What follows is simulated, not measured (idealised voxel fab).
Documented hereafter: the process module known as voxel wiring stack.
Xsec cut, 295 nm wide, square cell size 5 nm.
Bands, listed from the top down, are how a cross-section gets written in this document; the cross-section itself is a grid of square cells, and a band is one or more rows of them.
Band entry format. Leading values: height of top, height of bottom, nm. Remainder: materials in left-to-right order, each with its width in nm. Special words: "full width" on a single material, which then fills the band edge to edge; "air", empty space.
Convention: height 0 is the level below which the wafer, as received, is all one material. The lowest band does not terminate at the bottom but continues downward, represented as "0 down".
Note: "30 to 40" means the width goes from the first number (top row of the band) to the second number (bottom row) in equal steps per row of cells.
"no modifications", as given for a step, is the statement that not any cell of the cross-section underwent a change during that step.
Basically, "Closed void catalog" tells you about the enclosed voids: empty spaces with no open way to the top, 8 cells or bigger, each written width x height at distance, where distance is from the left edge, all in nm.
Post-settings text on a step line: simulator's own remark regarding the step.
A step's line can hold "overlay nm"; with a mask on that step, the setting says how far right of the planned place the mask lay, while a negative setting says it lay to the left.
[Steps planned for the process]
1. RECEIVE,material Si
2. CONFORMAL_DEP,material SiO2,thk nm 10
3. DIRECTIONAL_DEP,material TiN,thk nm 5
4. DIRECTIONAL_DEP,material Ru,thk nm 20
5. PATTERN,tone cover,mask id METAL_1,material resist,width nm 30,pitch nm 50,thk nm 15,overlay nm 0
6. DIRECTIONAL_ETCH,etch materials Ru,depth nm 20
7. DIRECTIONAL_ETCH,etch materials TiN,depth nm 5
8. STRIP,etch materials resist
9. FILL_DEP,material lowk,thk nm 10
10. CMP,height nm 35
11. CONFORMAL_DEP,material SiCN,thk nm 5
12. DIRECTIONAL_DEP,material lowk,thk nm 20
13. PATTERN,tone open,mask id PLUG_1,material resist,width nm 15,pitch nm 50,thk nm 20,overlay nm 0
14. DIRECTIONAL_ETCH,etch materials lowk,depth nm 20
15. DIRECTIONAL_ETCH,etch materials SiCN,depth nm 5
16. STRIP,etch materials resist
17. EPI,material Ru,thk nm 10
18. EPI,material Ru,thk nm 10
19. EPI,material Ru,thk nm 5
20. DIRECTIONAL_DEP,material TiN,thk nm 5
21. DIRECTIONAL_DEP,material W,thk nm 20
22. MASKED_ETCH,tone cover,mask id METAL_2,width nm 30,pitch nm 50,etch materials W,depth nm 20,overlay nm 0
23. MASKED_ETCH,tone cover,mask id METAL_2,width nm 30,pitch nm 50,etch materials TiN,depth nm 5,overlay nm 0
24. CONFORMAL_DEP,material SiN,thk nm 5
25. FILL_DEP,material SiO2,thk nm 10
26. CMP,height nm 85
27. CONFORMAL_DEP,material SiCN,thk nm 5
[What follows covers the first of two wafers; it ran as planned]
[This is the cross-section of the wafer as we received it, i.e. after step 1]
0 down  Si full width
Closed void catalog: none
[After step 2, in cross-section]
10 to 0  SiO2 full width
Heights below 0 show no change.
[After step 3, in cross-section]
15 to 10  TiN full width
Heights below 10 show no change.
[After step 4, in cross-section]
35 to 15  Ru full width
Heights below 15 show no change.
[After step 5, in cross-section]
50 to 35  air (80), then resist (30), then air (20), then resist (30), then air (20), then resist (30), then air (85)
Heights below 35 show no change.
[After step 6, in cross-section]
50 to 35  air (80), then resist (30), then air (20), then resist (30), then air (20), then resist (30), then air (85)
35 to 15  air (80), then Ru (30), then air (20), then Ru (30), then air (20), then Ru (30), then air (85)
Heights below 15 show no change.
[After step 7, in cross-section]
50 to 35  air (80), then resist (30), then air (20), then resist (30), then air (20), then resist (30), then air (85)
35 to 15  air (80), then Ru (30), then air (20), then Ru (30), then air (20), then Ru (30), then air (85)
15 to 10  air (80), then TiN (30), then air (20), then TiN (30), then air (20), then TiN (30), then air (85)
Heights below 10 show no change.
[After step 8, in cross-section]
35 to 15  air (80), then Ru (30), then air (20), then Ru (30), then air (20), then Ru (30), then air (85)
Heights below 15 show no change.
[After step 9, in cross-section]
45 to 35  lowk full width
35 to 15  lowk (80), then Ru (30), then lowk (20), then Ru (30), then lowk (20), then Ru (30), then lowk (85)
15 to 10  lowk (80), then TiN (30), then lowk (20), then TiN (30), then lowk (20), then TiN (30), then lowk (85)
Heights below 10 show no change.
[After step 10, in cross-section]
35 to 15  lowk (80), then Ru (30), then lowk (20), then Ru (30), then lowk (20), then Ru (30), then lowk (85)
Heights below 15 show no change.
[After step 11, in cross-section]
40 to 35  SiCN full width
Heights below 35 show no change.
[After step 12, in cross-section]
60 to 40  lowk full width
Heights below 40 show no change.
[After step 13, in cross-section]
80 to 60  resist (80), then air (15), then resist (35), then air (15), then resist (35), then air (15), then resist (100)
Heights below 60 show no change.
[After step 14, in cross-section]
80 to 60  resist (80), then air (15), then resist (35), then air (15), then resist (35), then air (15), then resist (100)
60 to 40  lowk (80), then air (15), then lowk (35), then air (15), then lowk (35), then air (15), then lowk (100)
Heights below 40 show no change.
[After step 15, in cross-section]
80 to 60  resist (80), then air (15), then resist (35), then air (15), then resist (35), then air (15), then resist (100)
60 to 40  lowk (80), then air (15), then lowk (35), then air (15), then lowk (35), then air (15), then lowk (100)
40 to 35  SiCN (80), then air (15), then SiCN (35), then air (15), then SiCN (35), then air (15), then SiCN (100)
Heights below 35 show no change.
[After step 16, in cross-section]
60 to 40  lowk (80), then air (15), then lowk (35), then air (15), then lowk (35), then air (15), then lowk (100)
Heights below 40 show no change.
[After step 17, in cross-section]
60 to 45  lowk (80), then air (15), then lowk (35), then air (15), then lowk (35), then air (15), then lowk (100)
45 to 40  lowk (80), then Ru (15), then lowk (35), then Ru (15), then lowk (35), then Ru (15), then lowk (100)
40 to 35  SiCN (80), then Ru (15), then SiCN (35), then Ru (15), then SiCN (35), then Ru (15), then SiCN (100)
Heights below 35 show no change.
[After step 18, in cross-section]
60 to 55  lowk (80), then air (15), then lowk (35), then air (15), then lowk (35), then air (15), then lowk (100)
55 to 40  lowk (80), then Ru (15), then lowk (35), then Ru (15), then lowk (35), then Ru (15), then lowk (100)
Heights below 40 show no change.
[After step 19, in cross-section]
60 to 40  lowk (80), then Ru (15), then lowk (35), then Ru (15), then lowk (35), then Ru (15), then lowk (100)
Heights below 40 show no change.
[After step 20, in cross-section]
65 to 60  TiN full width
Heights below 60 show no change.
[After step 21, in cross-section]
85 to 65  W full width
Heights below 65 show no change.
[After step 22, in cross-section]
85 to 65  air (80), then W (30), then air (20), then W (30), then air (20), then W (30), then air (85)
Heights below 65 show no change.
[After step 23, in cross-section]
85 to 65  air (80), then W (30), then air (20), then W (30), then air (20), then W (30), then air (85)
65 to 60  air (80), then TiN (30), then air (20), then TiN (30), then air (20), then TiN (30), then air (85)
Heights below 60 show no change.
[After step 24, in cross-section]
90 to 85  air (75), then SiN (40), then air (10), then SiN (40), then air (10), then SiN (40), then air (80)
85 to 65  air (75), then SiN (5), then W (30), then SiN (5), then air (10), then SiN (5), then W (30), then SiN (5), then air (10), then SiN (5), then W (30), then SiN (5), then air (80)
65 to 60  SiN (80), then TiN (30), then SiN (20), then TiN (30), then SiN (20), then TiN (30), then SiN (85)
Heights below 60 show no change.
[After step 25, in cross-section]
100 to 90  SiO2 full width
90 to 85  SiO2 (75), then SiN (40), then SiO2 (10), then SiN (40), then SiO2 (10), then SiN (40), then SiO2 (80)
85 to 65  SiO2 (75), then SiN (5), then W (30), then SiN (5), then SiO2 (10), then SiN (5), then W (30), then SiN (5), then SiO2 (10), then SiN (5), then W (30), then SiN (5), then SiO2 (80)
Heights below 65 show no change.
[After step 26, in cross-section]
85 to 65  SiO2 (75), then SiN (5), then W (30), then SiN (5), then SiO2 (10), then SiN (5), then W (30), then SiN (5), then SiO2 (10), then SiN (5), then W (30), then SiN (5), then SiO2 (80)
Heights below 65 show no change.
[After step 27, in cross-section]
90 to 85  SiCN full width
Heights below 85 show no change.
[Second wafer - shared start and plan with the first - one error in running - same as the first up to step 21 inclusive]
[when step 22 should have ended]
85 to 65  air (80), then W (35), then air (15), then W (35), then air (15), then W (35), then air (80)
Heights below 65 show no change.
[when step 23 should have ended]
85 to 65  air (80), then W (35), then air (15), then W (35), then air (15), then W (35), then air (80)
65 to 60  air (80), then TiN (35), then air (15), then TiN (35), then air (15), then TiN (35), then air (80)
Heights below 60 show no change.
[when step 24 should have ended]
90 to 85  air (75), then SiN (45), then air (5), then SiN (45), then air (5), then SiN (45), then air (75)
85 to 65  air (75), then SiN (5), then W (35), then SiN (5), then air (5), then SiN (5), then W (35), then SiN (5), then air (5), then SiN (5), then W (35), then SiN (5), then air (75)
65 to 60  SiN (80), then TiN (35), then SiN (15), then TiN (35), then SiN (15), then TiN (35), then SiN (80)
Heights below 60 show no change.
[when step 25 should have ended]
100 to 90  SiO2 full width
90 to 85  SiO2 (75), then SiN (45), then SiO2 (5), then SiN (45), then SiO2 (5), then SiN (45), then SiO2 (75)
85 to 65  SiO2 (75), then SiN (5), then W (35), then SiN (5), then SiO2 (5), then SiN (5), then W (35), then SiN (5), then SiO2 (5), then SiN (5), then W (35), then SiN (5), then SiO2 (75)
Heights below 65 show no change.
[when step 26 should have ended]
85 to 65  SiO2 (75), then SiN (5), then W (35), then SiN (5), then SiO2 (5), then SiN (5), then W (35), then SiN (5), then SiO2 (5), then SiN (5), then W (35), then SiN (5), then SiO2 (75)
Heights below 65 show no change.
[when step 27 should have ended]
90 to 85  SiCN full width
Heights below 85 show no change.
Error vs. plan: planned and actual differ for step 22; actual: MASKED_ETCH,tone cover,mask id METAL_2,width nm 35,pitch nm 50,etch materials W,depth nm 20,overlay nm 0
At the finish, the second wafer shows more or fewer cells for some materials than the first does: 3 fewer of SiN | 12 fewer of SiO2 | 3 more of TiN | 12 more of W
